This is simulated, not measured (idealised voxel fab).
Process module under the name voxel wiring stack
Square cells of 5 nm make up the cross-section cut, whose width is 240 nm.
For the purposes of this document, a cross-section shall be understood as a grid of square cells, specified as bands listed in top-to-bottom order, each band consisting of one or more rows of cells. Look at the band entry: it leads with the top's height and the bottom's height in nm. Then it lists the materials left to right, with a width in nm for each. The word "everywhere" on a single material says that material fills the band edge to edge. The word "empty" is empty space. A quick word on heights: they are counted from 0, and under that level the wafer as it came to us is one material throughout. The lowest band is different from the rest in having no bottom; it simply continues downward, written as in "0 and below". Top row gets the first number, bottom row gets the second, and each row in between changes by the same step: that is how a band width like "30..40" works. "nothing different" after a step means that no cell of the cross-section changed. Any empty space of 8 cells or more lacking an open way to the top shows up in "Non-vented voids" as width x height at distance, distance from the left edge, in nm. Where a step's line continues beyond its settings, the continuation is a remark by the simulator itself on that step. overlay nm: mask right of planned place by this much (step with mask). Neg. = left.
## Below is the list of planned process steps
1) RECEIVE: material Si
2) CONFORMAL_DEP: material SiO2, thk nm 10
3) DIRECTIONAL_DEP: material TiN, thk nm 5
4) DIRECTIONAL_DEP: material Ru, thk nm 15
5) DIRECTIONAL_DEP: material aC, thk nm 10
6) PATTERN: tone cover, mask id METAL_1, material resist, width nm 20, pitch nm 50, thk nm 30, overlay nm 0
7) DIRECTIONAL_ETCH: etch materials aC, depth nm 10
8) STRIP: etch materials resist
9) DIRECTIONAL_ETCH: etch materials Ru, depth nm 15
10) DIRECTIONAL_ETCH: etch materials TiN, depth nm 5
11) STRIP: etch materials aC
12) CONFORMAL_DEP: material SiN, thk nm 5
13) FILL_DEP: material SiO2, thk nm 10
14) CMP: height nm 30
15) CONFORMAL_DEP: material SiCN, thk nm 5
16) DIRECTIONAL_DEP: material lowk, thk nm 10
17) PATTERN: tone open, mask id PLUG_1, material resist, width nm 15, pitch nm 50, thk nm 15, overlay nm 0
18) DIRECTIONAL_ETCH: etch materials lowk, depth nm 10
19) DIRECTIONAL_ETCH: etch materials SiCN, depth nm 5
20) STRIP: etch materials resist
21) EPI: material Ru, thk nm 10
22) EPI: material Ru, thk nm 5
23) CONFORMAL_DEP: material SiN, thk nm 5
24) DIRECTIONAL_DEP: material SiO2, thk nm 20
25) PATTERN: tone open, mask id METAL_2, material resist, width nm 20, pitch nm 50, thk nm 15, overlay nm 0
26) DIRECTIONAL_ETCH: etch materials SiO2, depth nm 20
27) DIRECTIONAL_ETCH: etch materials SiN, depth nm 5
28) STRIP: etch materials resist
29) CONFORMAL_DEP: material TiN, thk nm 5
30) FILL_DEP: material Cu, thk nm 5
31) CMP: height nm 70
32) EPI: material Ru, thk nm 5
33) FILL_DEP: material SiCN, thk nm 5
34) DIRECTIONAL_DEP: material SiO2, thk nm 15
35) MASKED_ETCH: tone open, mask id PLUG_2, width nm 15, pitch nm 50, etch materials SiO2, depth nm 15, overlay nm 0
36) MASKED_ETCH: tone open, mask id PLUG_2, width nm 15, pitch nm 50, etch materials SiCN, depth nm 5, overlay nm 0
37) EPI: material Ru, thk nm 10
38) EPI: material Ru, thk nm 10
39) DIRECTIONAL_DEP: material TiN, thk nm 5
40) DIRECTIONAL_DEP: material Ru, thk nm 25
41) MASKED_ETCH: tone cover, mask id METAL_3, width nm 20, pitch nm 50, etch materials Ru, depth nm 25, overlay nm 0
42) MASKED_ETCH: tone cover, mask id METAL_3, width nm 20, pitch nm 50, etch materials TiN, depth nm 5, overlay nm 0
43) FILL_DEP: material lowk, thk nm 5
44) CMP: height nm 125
45) CONFORMAL_DEP: material SiN, thk nm 5
## The first of the two wafers, which ran as planned
## as received, after step 1
- 0 and below  Si everywhere
- Non-vented voids: none
## Wafer after step 2 (cross-section)
- 10 down to 0  SiO2 everywhere
- Rest of section, below 0: as before.
## Wafer after step 3 (cross-section)
- 15 down to 10  TiN everywhere
- Rest of section, below 10: as before.
## Wafer after step 4 (cross-section)
- 30 down to 15  Ru everywhere
- Rest of section, below 15: as before.
## Wafer after step 5 (cross-section)
- 40 down to 30  aC everywhere
- Rest of section, below 30: as before.
## Wafer after step 6 (cross-section)
- 70 down to 40  empty: 60  resist: 20  empty: 30  resist: 20  empty: 30  resist: 20  empty: 60
- Rest of section, below 40: as before.
## Wafer after step 7 (cross-section)
- 60 down to 40  empty: 60  resist: 20  empty: 30  resist: 20  empty: 30  resist: 20  empty: 60
- 40 down to 30  empty: 60  aC: 20  empty: 30  aC: 20  empty: 30  aC: 20  empty: 60
- Rest of section, below 30: as before.
## Wafer after step 8 (cross-section)
- 40 down to 30  empty: 60  aC: 20  empty: 30  aC: 20  empty: 30  aC: 20  empty: 60
- Rest of section, below 30: as before.
## Wafer after step 9 (cross-section)
- 40 down to 30  empty: 60  aC: 20  empty: 30  aC: 20  empty: 30  aC: 20  empty: 60
- 30 down to 15  empty: 60  Ru: 20  empty: 30  Ru: 20  empty: 30  Ru: 20  empty: 60
- Rest of section, below 15: as before.
## Wafer after step 10 (cross-section)
- 40 down to 30  empty: 60  aC: 20  empty: 30  aC: 20  empty: 30  aC: 20  empty: 60
- 30 down to 15  empty: 60  Ru: 20  empty: 30  Ru: 20  empty: 30  Ru: 20  empty: 60
- 15 down to 10  empty: 60  TiN: 20  empty: 30  TiN: 20  empty: 30  TiN: 20  empty: 60
- Rest of section, below 10: as before.
## Wafer after step 11 (cross-section)
- 30 down to 15  empty: 60  Ru: 20  empty: 30  Ru: 20  empty: 30  Ru: 20  empty: 60
- Rest of section, below 15: as before.
## Wafer after step 12 (cross-section)
- 35 down to 30  empty: 55  SiN: 30  empty: 20  SiN: 30  empty: 20  SiN: 30  empty: 55
- 30 down to 15  empty: 55  SiN: 5  Ru: 20  SiN: 5  empty: 20  SiN: 5  Ru: 20  SiN: 5  empty: 20  SiN: 5  Ru: 20  SiN: 5  empty: 55
- 15 down to 10  SiN: 60  TiN: 20  SiN: 30  TiN: 20  SiN: 30  TiN: 20  SiN: 60
- Rest of section, below 10: as before.
## Wafer after step 13 (cross-section)
- 45 down to 35  SiO2 everywhere
- 35 down to 30  SiO2: 55  SiN: 30  SiO2: 20  SiN: 30  SiO2: 20  SiN: 30  SiO2: 55
- 30 down to 15  SiO2: 55  SiN: 5  Ru: 20  SiN: 5  SiO2: 20  SiN: 5  Ru: 20  SiN: 5  SiO2: 20  SiN: 5  Ru: 20  SiN: 5  SiO2: 55
- Rest of section, below 15: as before.
## Wafer after step 14 (cross-section)
- 30 down to 15  SiO2: 55  SiN: 5  Ru: 20  SiN: 5  SiO2: 20  SiN: 5  Ru: 20  SiN: 5  SiO2: 20  SiN: 5  Ru: 20  SiN: 5  SiO2: 55
- Rest of section, below 15: as before.
## Wafer after step 15 (cross-section)
- 35 down to 30  SiCN everywhere
- Rest of section, below 30: as before.
## Wafer after step 16 (cross-section)
- 45 down to 35  lowk everywhere
- Rest of section, below 35: as before.
## Wafer after step 17 (cross-section)
- 60 down to 45  resist: 60  empty: 15  resist: 35  empty: 15  resist: 35  empty: 15  resist: 65
- Rest of section, below 45: as before.
## Wafer after step 18 (cross-section)
- 60 down to 45  resist: 60  empty: 15  resist: 35  empty: 15  resist: 35  empty: 15  resist: 65
- 45 down to 35  lowk: 60  empty: 15  lowk: 35  empty: 15  lowk: 35  empty: 15  lowk: 65
- Rest of section, below 35: as before.
## Wafer after step 19 (cross-section)
- 60 down to 45  resist: 60  empty: 15  resist: 35  empty: 15  resist: 35  empty: 15  resist: 65
- 45 down to 35  lowk: 60  empty: 15  lowk: 35  empty: 15  lowk: 35  empty: 15  lowk: 65
- 35 down to 30  SiCN: 60  empty: 15  SiCN: 35  empty: 15  SiCN: 35  empty: 15  SiCN: 65
- Rest of section, below 30: as before.
## Wafer after step 20 (cross-section)
- 45 down to 35  lowk: 60  empty: 15  lowk: 35  empty: 15  lowk: 35  empty: 15  lowk: 65
- Rest of section, below 35: as before.
## Wafer after step 21 (cross-section)
- 45 down to 40  lowk: 60  empty: 15  lowk: 35  empty: 15  lowk: 35  empty: 15  lowk: 65
- 40 down to 35  lowk: 60  Ru: 15  lowk: 35  Ru: 15  lowk: 35  Ru: 15  lowk: 65
- 35 down to 30  SiCN: 60  Ru: 15  SiCN: 35  Ru: 15  SiCN: 35  Ru: 15  SiCN: 65
- Rest of section, below 30: as before.
## Wafer after step 22 (cross-section)
- 45 down to 35  lowk: 60  Ru: 15  lowk: 35  Ru: 15  lowk: 35  Ru: 15  lowk: 65
- Rest of section, below 35: as before.
## Wafer after step 23 (cross-section)
- 50 down to 45  SiN everywhere
- Rest of section, below 45: as before.
## Wafer after step 24 (cross-section)
- 70 down to 50  SiO2 everywhere
- Rest of section, below 50: as before.
## Wafer after step 25 (cross-section)
- 85 down to 70  resist: 60  empty: 20  resist: 30  empty: 20  resist: 30  empty: 20  resist: 60
- Rest of section, below 70: as before.
## Wafer after step 26 (cross-section)
- 85 down to 70  resist: 60  empty: 20  resist: 30  empty: 20  resist: 30  empty: 20  resist: 60
- 70 down to 50  SiO2: 60  empty: 20  SiO2: 30  empty: 20  SiO2: 30  empty: 20  SiO2: 60
- Rest of section, below 50: as before.
## Wafer after step 27 (cross-section)
- 85 down to 70  resist: 60  empty: 20  resist: 30  empty: 20  resist: 30  empty: 20  resist: 60
- 70 down to 50  SiO2: 60  empty: 20  SiO2: 30  empty: 20  SiO2: 30  empty: 20  SiO2: 60
- 50 down to 45  SiN: 60  empty: 20  SiN: 30  empty: 20  SiN: 30  empty: 20  SiN: 60
- Rest of section, below 45: as before.
## Wafer after step 28 (cross-section)
- 70 down to 50  SiO2: 60  empty: 20  SiO2: 30  empty: 20  SiO2: 30  empty: 20  SiO2: 60
- Rest of section, below 50: as before.
## Wafer after step 29 (cross-section)
- 75 down to 70  TiN: 65  empty: 10  TiN: 40  empty: 10  TiN: 40  empty: 10  TiN: 65
- 70 down to 50  SiO2: 60  TiN: 5  empty: 10  TiN: 5  SiO2: 30  TiN: 5  empty: 10  TiN: 5  SiO2: 30  TiN: 5  empty: 10  TiN: 5  SiO2: 60
- 50 down to 45  SiN: 60  TiN: 20  SiN: 30  TiN: 20  SiN: 30  TiN: 20  SiN: 60
- Rest of section, below 45: as before.
## Wafer after step 30 (cross-section)
- 80 down to 75  Cu everywhere
- 75 down to 70  TiN: 65  Cu: 10  TiN: 40  Cu: 10  TiN: 40  Cu: 10  TiN: 65
- 70 down to 50  SiO2: 60  TiN: 5  Cu: 10  TiN: 5  SiO2: 30  TiN: 5  Cu: 10  TiN: 5  SiO2: 30  TiN: 5  Cu: 10  TiN: 5  SiO2: 60
- Rest of section, below 50: as before.
## Wafer after step 31 (cross-section)
- 70 down to 50  SiO2: 60  TiN: 5  Cu: 10  TiN: 5  SiO2: 30  TiN: 5  Cu: 10  TiN: 5  SiO2: 30  TiN: 5  Cu: 10  TiN: 5  SiO2: 60
- Rest of section, below 50: as before.
## Wafer after step 32 (cross-section)
- 75 down to 70  empty: 55  Ru: 30  empty: 20  Ru: 30  empty: 20  Ru: 30  empty: 55
- Rest of section, below 70: as before.
## Wafer after step 33 (cross-section)
- 80 down to 75  SiCN everywhere
- 75 down to 70  SiCN: 55  Ru: 30  SiCN: 20  Ru: 30  SiCN: 20  Ru: 30  SiCN: 55
- Rest of section, below 70: as before.
## Wafer after step 34 (cross-section)
- 95 down to 80  SiO2 everywhere
- Rest of section, below 80: as before.
## Wafer after step 35 (cross-section)
- 95 down to 80  SiO2: 60  empty: 15  SiO2: 35  empty: 15  SiO2: 35  empty: 15  SiO2: 65
- Rest of section, below 80: as before.
## Wafer after step 36 (cross-section)
- 95 down to 80  SiO2: 60  empty: 15  SiO2: 35  empty: 15  SiO2: 35  empty: 15  SiO2: 65
- 80 down to 75  SiCN: 60  empty: 15  SiCN: 35  empty: 15  SiCN: 35  empty: 15  SiCN: 65
- Rest of section, below 75: as before.
## Wafer after step 37 (cross-section)
- 95 down to 85  SiO2: 60  empty: 15  SiO2: 35  empty: 15  SiO2: 35  empty: 15  SiO2: 65
- 85 down to 80  SiO2: 60  Ru: 15  SiO2: 35  Ru: 15  SiO2: 35  Ru: 15  SiO2: 65
- 80 down to 70  SiCN: 60..55  Ru: 15..30  SiCN: 35..20  Ru: 15..30  SiCN: 35..20  Ru: 15..30  SiCN: 65..55
- Rest of section, below 70: as before.
## Wafer after step 38 (cross-section)
- 95 down to 80  SiO2: 60  Ru: 15  SiO2: 35  Ru: 15  SiO2: 35  Ru: 15  SiO2: 65
- Rest of section, below 80: as before.
## Wafer after step 39 (cross-section)
- 100 down to 95  TiN everywhere
- Rest of section, below 95: as before.
## Wafer after step 40 (cross-section)
- 125 down to 100  Ru everywhere
- Rest of section, below 100: as before.
## Wafer after step 41 (cross-section)
- 125 down to 100  empty: 60  Ru: 20  empty: 30  Ru: 20  empty: 30  Ru: 20  empty: 60
- Rest of section, below 100: as before.
## Wafer after step 42 (cross-section)
- 125 down to 100  empty: 60  Ru: 20  empty: 30  Ru: 20  empty: 30  Ru: 20  empty: 60
- 100 down to 95  empty: 60  TiN: 20  empty: 30  TiN: 20  empty: 30  TiN: 20  empty: 60
- Rest of section, below 95: as before.
## Wafer after step 43 (cross-section)
- 130 down to 125  lowk everywhere
- 125 down to 100  lowk: 60  Ru: 20  lowk: 30  Ru: 20  lowk: 30  Ru: 20  lowk: 60
- 100 down to 95  lowk: 60  TiN: 20  lowk: 30  TiN: 20  lowk: 30  TiN: 20  lowk: 60
- Rest of section, below 95: as before.
## Wafer after step 44 (cross-section)
- 125 down to 100  lowk: 60  Ru: 20  lowk: 30  Ru: 20  lowk: 30  Ru: 20  lowk: 60
- Rest of section, below 100: as before.
## Wafer after step 45 (cross-section)
- 130 down to 125  SiN everywhere
- Rest of section, below 125: as before.
## Here the second wafer is described. Its start and its plan were those of the first wafer. Its run contained one mistake. Up to and including step 2, it did exactly what the first wafer did
## Planned end of step 3: second wafer, cross-section
- 15 down to 10  Cu everywhere
- Rest of section, below 10: as before.
## Planned end of step 4: second wafer, cross-section
- 30 down to 15  Ru everywhere
- Rest of section, below 15: as before.
## Planned end of step 5: second wafer, cross-section
- 40 down to 30  aC everywhere
- Rest of section, below 30: as before.
## Planned end of step 6: second wafer, cross-section
- 70 down to 40  empty: 60  resist: 20  empty: 30  resist: 20  empty: 30  resist: 20  empty: 60
- Rest of section, below 40: as before.
## Planned end of step 7: second wafer, cross-section
- 60 down to 40  empty: 60  resist: 20  empty: 30  resist: 20  empty: 30  resist: 20  empty: 60
- 40 down to 30  empty: 60  aC: 20  empty: 30  aC: 20  empty: 30  aC: 20  empty: 60
- Rest of section, below 30: as before.
## Planned end of step 8: second wafer, cross-section
- 40 down to 30  empty: 60  aC: 20  empty: 30  aC: 20  empty: 30  aC: 20  empty: 60
- Rest of section, below 30: as before.
## Planned end of step 9: second wafer, cross-section
- 40 down to 30  empty: 60  aC: 20  empty: 30  aC: 20  empty: 30  aC: 20  empty: 60
- 30 down to 15  empty: 60  Ru: 20  empty: 30  Ru: 20  empty: 30  Ru: 20  empty: 60
- Rest of section, below 15: as before.
Planned end of step 10: second wafer, cross-section: nothing different
## Planned end of step 11: second wafer, cross-section
- 30 down to 15  empty: 60  Ru: 20  empty: 30  Ru: 20  empty: 30  Ru: 20  empty: 60
- Rest of section, below 15: as before.
## Planned end of step 12: second wafer, cross-section
- 35 down to 30  empty: 55  SiN: 30  empty: 20  SiN: 30  empty: 20  SiN: 30  empty: 55
- 30 down to 20  empty: 55  SiN: 5  Ru: 20  SiN: 5  empty: 20  SiN: 5  Ru: 20  SiN: 5  empty: 20  SiN: 5  Ru: 20  SiN: 5  empty: 55
- 20 down to 15  SiN: 60  Ru: 20  SiN: 30  Ru: 20  SiN: 30  Ru: 20  SiN: 60
- Rest of section, below 15: as before.
## Planned end of step 13: second wafer, cross-section
- 45 down to 35  SiO2 everywhere
- 35 down to 30  SiO2: 55  SiN: 30  SiO2: 20  SiN: 30  SiO2: 20  SiN: 30  SiO2: 55
- 30 down to 20  SiO2: 55  SiN: 5  Ru: 20  SiN: 5  SiO2: 20  SiN: 5  Ru: 20  SiN: 5  SiO2: 20  SiN: 5  Ru: 20  SiN: 5  SiO2: 55
- Rest of section, below 20: as before.
## Planned end of step 14: second wafer, cross-section
- 30 down to 20  SiO2: 55  SiN: 5  Ru: 20  SiN: 5  SiO2: 20  SiN: 5  Ru: 20  SiN: 5  SiO2: 20  SiN: 5  Ru: 20  SiN: 5  SiO2: 55
- Rest of section, below 20: as before.
## Planned end of step 15: second wafer, cross-section
- 35 down to 30  SiCN everywhere
- Rest of section, below 30: as before.
## Planned end of step 16: second wafer, cross-section
- 45 down to 35  lowk everywhere
- Rest of section, below 35: as before.
## Planned end of step 17: second wafer, cross-section
- 60 down to 45  resist: 60  empty: 15  resist: 35  empty: 15  resist: 35  empty: 15  resist: 65
- Rest of section, below 45: as before.
## Planned end of step 18: second wafer, cross-section
- 60 down to 45  resist: 60  empty: 15  resist: 35  empty: 15  resist: 35  empty: 15  resist: 65
- 45 down to 35  lowk: 60  empty: 15  lowk: 35  empty: 15  lowk: 35  empty: 15  lowk: 65
- Rest of section, below 35: as before.
## Planned end of step 19: second wafer, cross-section
- 60 down to 45  resist: 60  empty: 15  resist: 35  empty: 15  resist: 35  empty: 15  resist: 65
- 45 down to 35  lowk: 60  empty: 15  lowk: 35  empty: 15  lowk: 35  empty: 15  lowk: 65
- 35 down to 30  SiCN: 60  empty: 15  SiCN: 35  empty: 15  SiCN: 35  empty: 15  SiCN: 65
- Rest of section, below 30: as before.
## Planned end of step 20: second wafer, cross-section
- 45 down to 35  lowk: 60  empty: 15  lowk: 35  empty: 15  lowk: 35  empty: 15  lowk: 65
- Rest of section, below 35: as before.
## Planned end of step 21: second wafer, cross-section
- 45 down to 40  lowk: 60  empty: 15  lowk: 35  empty: 15  lowk: 35  empty: 15  lowk: 65
- 40 down to 35  lowk: 60  Ru: 15  lowk: 35  Ru: 15  lowk: 35  Ru: 15  lowk: 65
- 35 down to 30  SiCN: 60  Ru: 15  SiCN: 35  Ru: 15  SiCN: 35  Ru: 15  SiCN: 65
- Rest of section, below 30: as before.
## Planned end of step 22: second wafer, cross-section
- 45 down to 35  lowk: 60  Ru: 15  lowk: 35  Ru: 15  lowk: 35  Ru: 15  lowk: 65
- Rest of section, below 35: as before.
## Planned end of step 23: second wafer, cross-section
- 50 down to 45  SiN everywhere
- Rest of section, below 45: as before.
## Planned end of step 24: second wafer, cross-section
- 70 down to 50  SiO2 everywhere
- Rest of section, below 50: as before.
## Planned end of step 25: second wafer, cross-section
- 85 down to 70  resist: 60  empty: 20  resist: 30  empty: 20  resist: 30  empty: 20  resist: 60
- Rest of section, below 70: as before.
## Planned end of step 26: second wafer, cross-section
- 85 down to 70  resist: 60  empty: 20  resist: 30  empty: 20  resist: 30  empty: 20  resist: 60
- 70 down to 50  SiO2: 60  empty: 20  SiO2: 30  empty: 20  SiO2: 30  empty: 20  SiO2: 60
- Rest of section, below 50: as before.
## Planned end of step 27: second wafer, cross-section
- 85 down to 70  resist: 60  empty: 20  resist: 30  empty: 20  resist: 30  empty: 20  resist: 60
- 70 down to 50  SiO2: 60  empty: 20  SiO2: 30  empty: 20  SiO2: 30  empty: 20  SiO2: 60
- 50 down to 45  SiN: 60  empty: 20  SiN: 30  empty: 20  SiN: 30  empty: 20  SiN: 60
- Rest of section, below 45: as before.
## Planned end of step 28: second wafer, cross-section
- 70 down to 50  SiO2: 60  empty: 20  SiO2: 30  empty: 20  SiO2: 30  empty: 20  SiO2: 60
- Rest of section, below 50: as before.
## Planned end of step 29: second wafer, cross-section
- 75 down to 70  TiN: 65  empty: 10  TiN: 40  empty: 10  TiN: 40  empty: 10  TiN: 65
- 70 down to 50  SiO2: 60  TiN: 5  empty: 10  TiN: 5  SiO2: 30  TiN: 5  empty: 10  TiN: 5  SiO2: 30  TiN: 5  empty: 10  TiN: 5  SiO2: 60
- 50 down to 45  SiN: 60  TiN: 20  SiN: 30  TiN: 20  SiN: 30  TiN: 20  SiN: 60
- Rest of section, below 45: as before.
## Planned end of step 30: second wafer, cross-section
- 80 down to 75  Cu everywhere
- 75 down to 70  TiN: 65  Cu: 10  TiN: 40  Cu: 10  TiN: 40  Cu: 10  TiN: 65
- 70 down to 50  SiO2: 60  TiN: 5  Cu: 10  TiN: 5  SiO2: 30  TiN: 5  Cu: 10  TiN: 5  SiO2: 30  TiN: 5  Cu: 10  TiN: 5  SiO2: 60
- Rest of section, below 50: as before.
## Planned end of step 31: second wafer, cross-section
- 70 down to 50  SiO2: 60  TiN: 5  Cu: 10  TiN: 5  SiO2: 30  TiN: 5  Cu: 10  TiN: 5  SiO2: 30  TiN: 5  Cu: 10  TiN: 5  SiO2: 60
- Rest of section, below 50: as before.
## Planned end of step 32: second wafer, cross-section
- 75 down to 70  empty: 55  Ru: 30  empty: 20  Ru: 30  empty: 20  Ru: 30  empty: 55
- Rest of section, below 70: as before.
## Planned end of step 33: second wafer, cross-section
- 80 down to 75  SiCN everywhere
- 75 down to 70  SiCN: 55  Ru: 30  SiCN: 20  Ru: 30  SiCN: 20  Ru: 30  SiCN: 55
- Rest of section, below 70: as before.
## Planned end of step 34: second wafer, cross-section
- 95 down to 80  SiO2 everywhere
- Rest of section, below 80: as before.
## Planned end of step 35: second wafer, cross-section
- 95 down to 80  SiO2: 60  empty: 15  SiO2: 35  empty: 15  SiO2: 35  empty: 15  SiO2: 65
- Rest of section, below 80: as before.
## Planned end of step 36: second wafer, cross-section
- 95 down to 80  SiO2: 60  empty: 15  SiO2: 35  empty: 15  SiO2: 35  empty: 15  SiO2: 65
- 80 down to 75  SiCN: 60  empty: 15  SiCN: 35  empty: 15  SiCN: 35  empty: 15  SiCN: 65
- Rest of section, below 75: as before.
## Planned end of step 37: second wafer, cross-section
- 95 down to 85  SiO2: 60  empty: 15  SiO2: 35  empty: 15  SiO2: 35  empty: 15  SiO2: 65
- 85 down to 80  SiO2: 60  Ru: 15  SiO2: 35  Ru: 15  SiO2: 35  Ru: 15  SiO2: 65
- 80 down to 70  SiCN: 60..55  Ru: 15..30  SiCN: 35..20  Ru: 15..30  SiCN: 35..20  Ru: 15..30  SiCN: 65..55
- Rest of section, below 70: as before.
## Planned end of step 38: second wafer, cross-section
- 95 down to 80  SiO2: 60  Ru: 15  SiO2: 35  Ru: 15  SiO2: 35  Ru: 15  SiO2: 65
- Rest of section, below 80: as before.
## Planned end of step 39: second wafer, cross-section
- 100 down to 95  TiN everywhere
- Rest of section, below 95: as before.
## Planned end of step 40: second wafer, cross-section
- 125 down to 100  Ru everywhere
- Rest of section, below 100: as before.
## Planned end of step 41: second wafer, cross-section
- 125 down to 100  empty: 60  Ru: 20  empty: 30  Ru: 20  empty: 30  Ru: 20  empty: 60
- Rest of section, below 100: as before.
## Planned end of step 42: second wafer, cross-section
- 125 down to 100  empty: 60  Ru: 20  empty: 30  Ru: 20  empty: 30  Ru: 20  empty: 60
- 100 down to 95  empty: 60  TiN: 20  empty: 30  TiN: 20  empty: 30  TiN: 20  empty: 60
- Rest of section, below 95: as before.
## Planned end of step 43: second wafer, cross-section
- 130 down to 125  lowk everywhere
- 125 down to 100  lowk: 60  Ru: 20  lowk: 30  Ru: 20  lowk: 30  Ru: 20  lowk: 60
- 100 down to 95  lowk: 60  TiN: 20  lowk: 30  TiN: 20  lowk: 30  TiN: 20  lowk: 60
- Rest of section, below 95: as before.
## Planned end of step 44: second wafer, cross-section
- 125 down to 100  lowk: 60  Ru: 20  lowk: 30  Ru: 20  lowk: 30  Ru: 20  lowk: 60
- Rest of section, below 100: as before.
## Planned end of step 45: second wafer, cross-section
- 130 down to 125  SiN everywhere
- Rest of section, below 125: as before.
So what did we get wrong on this run? step 3 changed vs plan, executed as DIRECTIONAL_DEP: material Cu, thk nm 5
It is noted that, at the conclusion of processing, the second wafer exhibits a higher or lower cell count for certain materials relative to the first: +48 Cu, -6 SiN, -30 SiO2, -12 TiN
